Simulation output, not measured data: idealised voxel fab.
process module | voxel trench capacitor
cross-section cut | 225 nm wide | cells 5 nm
A cross-section is a grid of square cells, given in bands from the top down. A band is one or more rows of cells.
Each band's line starts with the height of the band's top and of its bottom, in nm. Then come its materials from left to right, each with its width in nm. One material with "throughout" fills the band from edge to edge. "air" is empty space.
Height 0 is the level under which the wafer as received is all one material. The lowest band goes on downwards, as in "0 down".
A width such as "30 to 40" changes by the same amount from each row of cells to the next, from the band's top row to its bottom row.
"no change" after a step means that no cell of the cross-section changed.
closed voids: empty space of 8 cells or more with no open way to the top, each as width x height at its distance from the left edge, in nm
after a step's settings: what the simulator itself notes on the step
overlay nm, on a step with a mask: how far to the right of its planned place the mask lay; to the left if negative
plan
1 op RECEIVE | material Si
2 op CONFORMAL_DEP | material SiN | thk nm 10
3 op MASKED_ETCH | tone open | mask id TRENCH | width nm 20 | pitch nm 45 | etch materials SiN | depth nm 10 | overlay nm 0
4 op MASKED_ETCH | tone open | mask id TRENCH | width nm 20 | pitch nm 45 | etch materials Si | depth nm 25 | overlay nm 0
5 op CONFORMAL_DEP | material SiO2 | thk nm 5
6 op FILL_DEP | material polySi | thk nm 5
7 op CMP | height nm 10
as received, after step 1
  0 down: Si throughout
  closed voids: none
a wafer at the end: this start, this plan, one mistake
  10 to 0: SiN 55 | SiO2 5 | SiN 10 | SiO2 5 | SiN 25 | SiO2 5 | SiN 10 | SiO2 5 | SiN 25 | SiO2 5 | SiN 10 | SiO2 5 | SiN 60
  0 to -20: Si 55 | SiO2 5 | SiN 10 | SiO2 5 | Si 25 | SiO2 5 | SiN 10 | SiO2 5 | Si 25 | SiO2 5 | SiN 10 | SiO2 5 | Si 60
  -20 to -25: Si 55 | SiO2 20 | Si 25 | SiO2 20 | Si 25 | SiO2 20 | Si 60
  -25 down: Si throughout
  closed voids: none
what went wrong: step 6 ran as: op FILL_DEP | material SiN | thk nm 5
